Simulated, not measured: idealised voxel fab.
process module | voxel self aligned contacts
cross-section cut | 165 nm wide | cells 5 nm
A cross-section is a grid of square cells, given in bands from the top down. A band is one or more rows of cells.
Each band's line starts with the height of the band's top and of its bottom, in nm. Then come its materials from left to right, each with its width in nm. One material with "throughout" fills the band from edge to edge. "air" is empty space.
Height 0 is the level under which the wafer as received is all one material. The lowest band goes on downwards, as in "0 down".
A width such as "30 to 40" changes by the same amount from each row of cells to the next, from the band's top row to its bottom row.
"no change" after a step means that no cell of the cross-section changed.
closed voids: empty space of 8 cells or more with no open way to the top, each as width x height at its distance from the left edge, in nm
after a step's settings: what the simulator itself notes on the step
overlay nm, on a step with a mask: how far to the right of its planned place the mask lay; to the left if negative
plan
1 op RECEIVE | material Si
2 op OXIDIZE | depth nm 5
3 op DIRECTIONAL_DEP | material polySi | thk nm 30
4 op DIRECTIONAL_DEP | material SiN | thk nm 20
5 op DIRECTIONAL_DEP | material aC | thk nm 15
6 op PATTERN | tone cover | mask id GATE | material resist | width nm 35 | pitch nm 70 | thk nm 30 | overlay nm 0
7 op DIRECTIONAL_ETCH | etch materials aC | depth nm 15
8 op STRIP | etch materials resist
9 op DIRECTIONAL_ETCH | etch materials SiN | depth nm 20
10 op DIRECTIONAL_ETCH | etch materials polySi | depth nm 30
11 op STRIP | etch materials aC
12 op CONFORMAL_DEP | material SiN | thk nm 10
13 op DIRECTIONAL_ETCH | etch materials SiN | depth nm 10
14 op FILL_DEP | material SiO2 | thk nm 15
15 op CMP | height nm 60
16 op DIRECTIONAL_DEP | material aC | thk nm 15
17 op PATTERN | tone open | mask id CONTACT | material resist | width nm 45 | thk nm 30 | overlay nm 0
18 op DIRECTIONAL_ETCH | etch materials aC | depth nm 15
19 op STRIP | etch materials resist
20 op DIRECTIONAL_ETCH | etch materials SiO2 | depth nm 65
21 op STRIP | etch materials aC
22 op CONFORMAL_DEP | material TiN | thk nm 5
23 op FILL_DEP | material Ru | thk nm 10
24 op CMP | height nm 60
25 op CONFORMAL_DEP | material SiCN | thk nm 5
as received, after step 1
  0 down: Si throughout
  closed voids: none
first wafer at the end, as planned
  65 to 60: SiCN throughout
  60 to 50: SiO2 60 | TiN 5 to 20 | Ru 35 to 5 | TiN 5 to 20 | SiO2 60
  50 to 30: SiO2 20 | SiN 55 | TiN 5 | Ru 5 | TiN 5 | SiN 55 | SiO2 20
  30 to 0: SiO2 20 | SiN 10 | polySi 35 | SiN 10 | TiN 5 | Ru 5 | TiN 5 | SiN 10 | polySi 35 | SiN 10 | SiO2 20
  0 to -5: SiO2 75 | TiN 15 | SiO2 75
  -5 down: Si throughout
  closed voids: none
second wafer at the end: like start, like plan, one mistake
  80 to 75: SiCN throughout
  75 to 65: Ru throughout
  65 to 60: TiN 65 | Ru 35 | TiN 65
  60 to 50: SiO2 60 | TiN 5 to 20 | Ru 35 to 5 | TiN 5 to 20 | SiO2 60
  50 to 30: SiO2 20 | SiN 55 | TiN 5 | Ru 5 | TiN 5 | SiN 55 | SiO2 20
  30 to 0: SiO2 20 | SiN 10 | polySi 35 | SiN 10 | TiN 5 | Ru 5 | TiN 5 | SiN 10 | polySi 35 | SiN 10 | SiO2 20
  0 to -5: SiO2 75 | TiN 15 | SiO2 75
  -5 down: Si throughout
  closed voids: none
what went wrong: step 24 was left out
at the end the second wafer has, in cells: 73 more of Ru | 26 more of TiN
